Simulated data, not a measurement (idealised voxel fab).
process module | voxel double patterning
Shown is cross-section cut, with a width of 200 nm and square cells of size 5 nm.
Cross-section format: a grid of square cells, given as bands from top to bottom; each band is one or more rows of cells.
Band: top and bottom heights (nm) first, top before bottom; then materials from left to right, widths in nm. "full width" marks a sole material filling the band edge to edge. "blank" denotes empty space.
Heights are reckoned from 0. Under this level, the received wafer is all of one material. The bottommost band is open-ended downward, for example "0 -> down".
So if you see something like "30->40" for the width, read it as the top row of the band sitting at the first number and the bottom row at the second, with every row in between moving by the same amount as the last.
Where a step carries "nothing changed", the cross-section came out of it unchanged, cell for cell.
In the "Closed cavities" entry, you get each enclosed empty space of 8 cells or more, one with no open way to the top, written width x height at distance, distance from the left edge, in nm.
Step line, after settings: the simulator's comment on this step.
If you see "overlay nm" on a step's line and that step has a mask, it's telling you how far right of where it was planned the mask ended up; a negative number means it went left instead.

## Steps in the process plan
| 1 | RECEIVE [material Si] |
| 2 | CONFORMAL_DEP [material SiN] [thk nm 5] |
| 3 | DIRECTIONAL_DEP [material SiO2] [thk nm 20] |
| 4 | DIRECTIONAL_DEP [material SiCN] [thk nm 10] |
| 5 | DIRECTIONAL_DEP [material aC] [thk nm 10] |
| 6 | PATTERN [tone open] [mask id FIRST] [material resist] [width nm 15] [pitch nm 50] [thk nm 30] [overlay nm 0] |
| 7 | DIRECTIONAL_ETCH [etch materials aC] [depth nm 10] |
| 8 | STRIP [etch materials resist] |
| 9 | DIRECTIONAL_ETCH [etch materials SiCN] [depth nm 10] |
| 10 | STRIP [etch materials aC] |
| 11 | MASKED_ETCH [tone open] [mask id SECOND] [width nm 15] [etch materials SiCN] [depth nm 10] [overlay nm 0] |
| 12 | DIRECTIONAL_ETCH [etch materials SiO2] [depth nm 20] |
| 13 | STRIP [etch materials SiCN] |
What sets these wafers apart? The width nm at step 11. They all start alike, and the plan carries the first wafer's value.

## Cross-section, first of several wafers, as delivered after step 1
    0 -> down: Si full width
    Closed cavities: none

## Last step of the module is step 13; after it, the first of several wafers in cross-section
    25 -> 5: SiO2: 65, then blank: 15, then SiO2: 10, then blank: 15, then SiO2: 10, then blank: 15, then SiO2: 70
    5 -> 0: SiN full width
    0 -> down: Si full width
    Closed cavities: none

## The last wafer as seen in cross-section at the end of the module
    25 -> 5: SiO2: 65, then blank: 15, then SiO2: 5, then blank: 45, then SiO2: 70
    5 -> 0: SiN full width
    0 -> down: Si full width
    Closed cavities: none

## Table: wafers, a row each; end-of-module cell change per material since receipt, gain (+), loss (-); then closed voids
width nm 15, +40 SiN, +124 SiO2, Closed cavities: none
width nm 20, +40 SiN, +120 SiO2, Closed cavities: none
width nm 25, +40 SiN, +116 SiO2, Closed cavities: none
width nm 30, +40 SiN, +112 SiO2, Closed cavities: none
